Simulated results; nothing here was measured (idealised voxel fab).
The process module that follows is named voxel self aligned contacts.
Cross-section cut: width 185 nm, square cells of 5 nm.
Cross-section layout: square cells on a grid; listed as bands, top to bottom; a band spans one or more cell rows.
Within each band entry, the heights of the top and of the bottom of the band appear first, in that order and in nm; the materials of the band then follow from left to right, each with its corresponding width in nm. The designation "everywhere" on a single material indicates that it fills the band from edge to edge; the designation "air" indicates empty space.
Height is counted from the level 0, under which the received wafer is composed throughout of one material. The lowest of the bands is not closed at the bottom but continues downward, in the notation "top 0, no bottom".
The width entry "30->40" should be interpreted row by row: the top row of cells in the band takes the first number, the bottom row takes the second number, and the change between adjacent rows is uniform throughout.
Reading "all unchanged" for a step: not a cell of the cross-section changed in it.
Entry "Completely enclosed voids". Content: empty spaces with no open connection to the top, size 8 cells or greater. Each: width x height at distance. Distance: from left edge. Unit: nm.
Past the settings on a step's line: simulator remark, on that step.
You can add "overlay nm" to a step's line. For a step with a mask, it describes how far the mask lay to the right of its planned position, and a negative number describes a lay to the left.

The process steps that were planned are listed below:
1,RECEIVE, material Si
2,CONFORMAL_DEP, material SiO2, thk nm 5
3,DIRECTIONAL_DEP, material polySi, thk nm 20
4,DIRECTIONAL_DEP, material SiN, thk nm 15
5,PATTERN, tone cover, mask id GATE, material resist, width nm 30, pitch nm 60, thk nm 15, overlay nm 0
6,DIRECTIONAL_ETCH, etch materials SiN, depth nm 15
7,DIRECTIONAL_ETCH, etch materials polySi, depth nm 20
8,STRIP, etch materials resist
9,CONFORMAL_DEP, material SiN, thk nm 5
10,DIRECTIONAL_ETCH, etch materials SiN, depth nm 5
11,FILL_DEP, material SiO2, thk nm 15
12,CMP, height nm 45
13,MASKED_ETCH, tone open, mask id CONTACT, width nm 40, pitch nm 60, etch materials SiO2, depth nm 45, overlay nm 0
14,CONFORMAL_DEP, material TiN, thk nm 5
15,FILL_DEP, material W, thk nm 5
16,CMP, height nm 45
17,CONFORMAL_DEP, material SiCN, thk nm 5

Run as planned: first of two wafers:

Cross-section, incoming material, after step 1:
  top 0, no bottom: Si everywhere
  Completely enclosed voids: none

Cross-section of the wafer after step 2:
  top 5, bottom 0: SiO2 everywhere
  Anything lower than 0 is untouched.

Cross-section of the wafer after step 3:
  top 25, bottom 5: polySi everywhere
  Anything lower than 5 is untouched.

Cross-section of the wafer after step 4:
  top 40, bottom 25: SiN everywhere
  Anything lower than 25 is untouched.

Cross-section of the wafer after step 5:
  top 55, bottom 40: 15 of air | 30 of resist | 30 of air | 30 of resist | 30 of air | 30 of resist | 20 of air
  Anything lower than 40 is untouched.

Cross-section of the wafer after step 6:
  top 55, bottom 40: 15 of air | 30 of resist | 30 of air | 30 of resist | 30 of air | 30 of resist | 20 of air
  top 40, bottom 25: 15 of air | 30 of SiN | 30 of air | 30 of SiN | 30 of air | 30 of SiN | 20 of air
  Anything lower than 25 is untouched.

Cross-section of the wafer after step 7:
  top 55, bottom 40: 15 of air | 30 of resist | 30 of air | 30 of resist | 30 of air | 30 of resist | 20 of air
  top 40, bottom 25: 15 of air | 30 of SiN | 30 of air | 30 of SiN | 30 of air | 30 of SiN | 20 of air
  top 25, bottom 5: 15 of air | 30 of polySi | 30 of air | 30 of polySi | 30 of air | 30 of polySi | 20 of air
  Anything lower than 5 is untouched.

Cross-section of the wafer after step 8:
  top 40, bottom 25: 15 of air | 30 of SiN | 30 of air | 30 of SiN | 30 of air | 30 of SiN | 20 of air
  Anything lower than 25 is untouched.

Cross-section of the wafer after step 9:
  top 45, bottom 25: 10 of air | 40 of SiN | 20 of air | 40 of SiN | 20 of air | 40 of SiN | 15 of air
  top 25, bottom 10: 10 of air | 5 of SiN | 30 of polySi | 5 of SiN | 20 of air | 5 of SiN | 30 of polySi | 5 of SiN | 20 of air | 5 of SiN | 30 of polySi | 5 of SiN | 15 of air
  top 10, bottom 5: 15 of SiN | 30 of polySi | 30 of SiN | 30 of polySi | 30 of SiN | 30 of polySi | 20 of SiN
  Anything lower than 5 is untouched.

Cross-section of the wafer after step 10:
  top 40, bottom 25: 10 of air | 40 of SiN | 20 of air | 40 of SiN | 20 of air | 40 of SiN | 15 of air
  top 25, bottom 5: 10 of air | 5 of SiN | 30 of polySi | 5 of SiN | 20 of air | 5 of SiN | 30 of polySi | 5 of SiN | 20 of air | 5 of SiN | 30 of polySi | 5 of SiN | 15 of air
  Anything lower than 5 is untouched.

Cross-section of the wafer after step 11:
  top 55, bottom 40: SiO2 everywhere
  top 40, bottom 25: 10 of SiO2 | 40 of SiN | 20 of SiO2 | 40 of SiN | 20 of SiO2 | 40 of SiN | 15 of SiO2
  top 25, bottom 5: 10 of SiO2 | 5 of SiN | 30 of polySi | 5 of SiN | 20 of SiO2 | 5 of SiN | 30 of polySi | 5 of SiN | 20 of SiO2 | 5 of SiN | 30 of polySi | 5 of SiN | 15 of SiO2
  Anything lower than 5 is untouched.

Cross-section of the wafer after step 12:
  top 45, bottom 40: SiO2 everywhere
  Anything lower than 40 is untouched.

Cross-section of the wafer after step 13:
  top 45, bottom 40: 40 of SiO2 | 40 of air | 20 of SiO2 | 40 of air | 45 of SiO2
  top 40, bottom 25: 10 of SiO2 | 40 of SiN | 20 of air | 40 of SiN | 20 of air | 40 of SiN | 15 of SiO2
  top 25, bottom 5: 10 of SiO2 | 5 of SiN | 30 of polySi | 5 of SiN | 20 of air | 5 of SiN | 30 of polySi | 5 of SiN | 20 of air | 5 of SiN | 30 of polySi | 5 of SiN | 15 of SiO2
  top 5, bottom 0: 50 of SiO2 | 20 of air | 40 of SiO2 | 20 of air | 55 of SiO2
  Anything lower than 0 is untouched.

Cross-section of the wafer after step 14:
  top 50, bottom 45: 45 of TiN | 30 of air | 30 of TiN | 30 of air | 50 of TiN
  top 45, bottom 40: 40 of SiO2 | 15 of TiN | 10 of air | 15 of TiN | 20 of SiO2 | 15 of TiN | 10 of air | 15 of TiN | 45 of SiO2
  top 40, bottom 25: 10 of SiO2 | 40 of SiN | 5 of TiN | 10 of air | 5 of TiN | 40 of SiN | 5 of TiN | 10 of air | 5 of TiN | 40 of SiN | 15 of SiO2
  top 25, bottom 5: 10 of SiO2 | 5 of SiN | 30 of polySi | 5 of SiN | 5 of TiN | 10 of air | 5 of TiN | 5 of SiN | 30 of polySi | 5 of SiN | 5 of TiN | 10 of air | 5 of TiN | 5 of SiN | 30 of polySi | 5 of SiN | 15 of SiO2
  top 5, bottom 0: 50 of SiO2 | 20 of TiN | 40 of SiO2 | 20 of TiN | 55 of SiO2
  Anything lower than 0 is untouched.

Cross-section of the wafer after step 15:
  top 55, bottom 50: W everywhere
  top 50, bottom 45: 45 of TiN | 30 of W | 30 of TiN | 30 of W | 50 of TiN
  top 45, bottom 40: 40 of SiO2 | 15 of TiN | 10 of W | 15 of TiN | 20 of SiO2 | 15 of TiN | 10 of W | 15 of TiN | 45 of SiO2
  top 40, bottom 25: 10 of SiO2 | 40 of SiN | 5 of TiN | 10 of W | 5 of TiN | 40 of SiN | 5 of TiN | 10 of W | 5 of TiN | 40 of SiN | 15 of SiO2
  top 25, bottom 5: 10 of SiO2 | 5 of SiN | 30 of polySi | 5 of SiN | 5 of TiN | 10 of W | 5 of TiN | 5 of SiN | 30 of polySi | 5 of SiN | 5 of TiN | 10 of W | 5 of TiN | 5 of SiN | 30 of polySi | 5 of SiN | 15 of SiO2
  Anything lower than 5 is untouched.

Cross-section of the wafer after step 16:
  top 45, bottom 40: 40 of SiO2 | 15 of TiN | 10 of W | 15 of TiN | 20 of SiO2 | 15 of TiN | 10 of W | 15 of TiN | 45 of SiO2
  Anything lower than 40 is untouched.

Cross-section of the wafer after step 17:
  top 50, bottom 45: SiCN everywhere
  Anything lower than 45 is untouched.

Second wafer, same starting conditions and recipe as the first, one mistake in executing it, nothing differs from the first up to and including step 4:

when step 5 should have ended:
  top 55, bottom 40: 15 of resist | 30 of air | 30 of resist | 30 of air | 30 of resist | 30 of air | 20 of resist
  Anything lower than 40 is untouched.

when step 6 should have ended:
  top 55, bottom 40: 15 of resist | 30 of air | 30 of resist | 30 of air | 30 of resist | 30 of air | 20 of resist
  top 40, bottom 25: 15 of SiN | 30 of air | 30 of SiN | 30 of air | 30 of SiN | 30 of air | 20 of SiN
  Anything lower than 25 is untouched.

when step 7 should have ended:
  top 55, bottom 40: 15 of resist | 30 of air | 30 of resist | 30 of air | 30 of resist | 30 of air | 20 of resist
  top 40, bottom 25: 15 of SiN | 30 of air | 30 of SiN | 30 of air | 30 of SiN | 30 of air | 20 of SiN
  top 25, bottom 5: 15 of polySi | 30 of air | 30 of polySi | 30 of air | 30 of polySi | 30 of air | 20 of polySi
  Anything lower than 5 is untouched.

when step 8 should have ended:
  top 40, bottom 25: 15 of SiN | 30 of air | 30 of SiN | 30 of air | 30 of SiN | 30 of air | 20 of SiN
  Anything lower than 25 is untouched.

when step 9 should have ended:
  top 45, bottom 25: 20 of SiN | 20 of air | 40 of SiN | 20 of air | 40 of SiN | 20 of air | 25 of SiN
  top 25, bottom 10: 15 of polySi | 5 of SiN | 20 of air | 5 of SiN | 30 of polySi | 5 of SiN | 20 of air | 5 of SiN | 30 of polySi | 5 of SiN | 20 of air | 5 of SiN | 20 of polySi
  top 10, bottom 5: 15 of polySi | 30 of SiN | 30 of polySi | 30 of SiN | 30 of polySi | 30 of SiN | 20 of polySi
  Anything lower than 5 is untouched.

when step 10 should have ended:
  top 40, bottom 25: 20 of SiN | 20 of air | 40 of SiN | 20 of air | 40 of SiN | 20 of air | 25 of SiN
  top 25, bottom 5: 15 of polySi | 5 of SiN | 20 of air | 5 of SiN | 30 of polySi | 5 of SiN | 20 of air | 5 of SiN | 30 of polySi | 5 of SiN | 20 of air | 5 of SiN | 20 of polySi
  Anything lower than 5 is untouched.

when step 11 should have ended:
  top 55, bottom 40: SiO2 everywhere
  top 40, bottom 25: 20 of SiN | 20 of SiO2 | 40 of SiN | 20 of SiO2 | 40 of SiN | 20 of SiO2 | 25 of SiN
  top 25, bottom 5: 15 of polySi | 5 of SiN | 20 of SiO2 | 5 of SiN | 30 of polySi | 5 of SiN | 20 of SiO2 | 5 of SiN | 30 of polySi | 5 of SiN | 20 of SiO2 | 5 of SiN | 20 of polySi
  Anything lower than 5 is untouched.

when step 12 should have ended:
  top 45, bottom 40: SiO2 everywhere
  Anything lower than 40 is untouched.

when step 13 should have ended:
  top 45, bottom 40: 40 of SiO2 | 40 of air | 20 of SiO2 | 40 of air | 45 of SiO2
  Anything lower than 40 is untouched.

when step 14 should have ended:
  top 50, bottom 45: 45 of TiN | 30 of air | 30 of TiN | 30 of air | 50 of TiN
  top 45, bottom 40: 40 of SiO2 | 40 of TiN | 20 of SiO2 | 40 of TiN | 45 of SiO2
  Anything lower than 40 is untouched.

when step 15 should have ended:
  top 55, bottom 50: W everywhere
  top 50, bottom 45: 45 of TiN | 30 of W | 30 of TiN | 30 of W | 50 of TiN
  Anything lower than 45 is untouched.

when step 16 should have ended:
  top 45, bottom 40: 40 of SiO2 | 40 of TiN | 20 of SiO2 | 40 of TiN | 45 of SiO2
  Anything lower than 40 is untouched.

when step 17 should have ended:
  top 50, bottom 45: SiCN everywhere
  Anything lower than 45 is untouched.
Heads up, the wafer didn't run the way we planned it: off-plan run, step 5, actual operation and settings PATTERN, tone open, mask id GATE, material resist, width nm 30, pitch nm 60, thk nm 15, overlay nm 0
Counted in cells at the end, the second wafer holds more or fewer of these materials than the first: SiN: 3 more; SiO2: 57 more; TiN: 32 fewer; W: 32 fewer; polySi: 4 more
